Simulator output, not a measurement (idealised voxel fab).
process module | voxel trench capacitor
cross-section cut | 250 nm wide | cells 5 nm
A cross-section is a grid of square cells, given in bands from the top down. A band is one or more rows of cells.
Each band's line starts with the height of the band's top and of its bottom, in nm. Then come its materials from left to right, each with its width in nm. One material with "throughout" fills the band from edge to edge. "air" is empty space.
Height 0 is the level under which the wafer as received is all one material. The lowest band goes on downwards, as in "0 down".
A width such as "30 to 40" changes by the same amount from each row of cells to the next, from the band's top row to its bottom row.
"no change" after a step means that no cell of the cross-section changed.
closed voids: empty space of 8 cells or more with no open way to the top, each as width x height at its distance from the left edge, in nm
after a step's settings: what the simulator itself notes on the step
overlay nm, on a step with a mask: how far to the right of its planned place the mask lay; to the left if negative
plan
1 op RECEIVE | material Si
2 op CONFORMAL_DEP | material SiN | thk nm 10
3 op DIRECTIONAL_DEP | material aC | thk nm 10
4 op PATTERN | tone open | mask id TRENCH | material resist | width nm 15 | pitch nm 40 | thk nm 25 | overlay nm 0
5 op DIRECTIONAL_ETCH | etch materials aC | depth nm 10
6 op STRIP | etch materials resist
7 op DIRECTIONAL_ETCH | etch materials SiN | depth nm 10
8 op DIRECTIONAL_ETCH | etch materials Si | depth nm 40
9 op STRIP | etch materials aC
10 op CONFORMAL_DEP | material SiO2 | thk nm 5
11 op FILL_DEP | material polySi | thk nm 10
12 op CMP | height nm 10
as received, after step 1
  0 down: Si throughout
  closed voids: none
first wafer at the end, as planned
  10 to 0: SiN 75 | SiO2 5 | polySi 5 | SiO2 5 | SiN 25 | SiO2 5 | polySi 5 | SiO2 5 | SiN 25 | SiO2 5 | polySi 5 | SiO2 5 | SiN 80
  0 to -35: Si 75 | SiO2 5 | polySi 5 | SiO2 5 | Si 25 | SiO2 5 | polySi 5 | SiO2 5 | Si 25 | SiO2 5 | polySi 5 | SiO2 5 | Si 80
  -35 to -40: Si 75 | SiO2 15 | Si 25 | SiO2 15 | Si 25 | SiO2 15 | Si 80
  -40 down: Si throughout
  closed voids: none
second wafer at the end: like start, like plan, one mistake
  25 to 15: polySi throughout
  15 to 10: SiO2 80 | polySi 5 | SiO2 35 | polySi 5 | SiO2 35 | polySi 5 | SiO2 85
  10 to 0: SiN 75 | SiO2 5 | polySi 5 | SiO2 5 | SiN 25 | SiO2 5 | polySi 5 | SiO2 5 | SiN 25 | SiO2 5 | polySi 5 | SiO2 5 | SiN 80
  0 to -35: Si 75 | SiO2 5 | polySi 5 | SiO2 5 | Si 25 | SiO2 5 | polySi 5 | SiO2 5 | Si 25 | SiO2 5 | polySi 5 | SiO2 5 | Si 80
  -35 to -40: Si 75 | SiO2 15 | Si 25 | SiO2 15 | Si 25 | SiO2 15 | Si 80
  -40 down: Si throughout
  closed voids: none
what went wrong: step 12 was left out
at the end the second wafer has, in cells: 47 more of SiO2 | 103 more of polySi
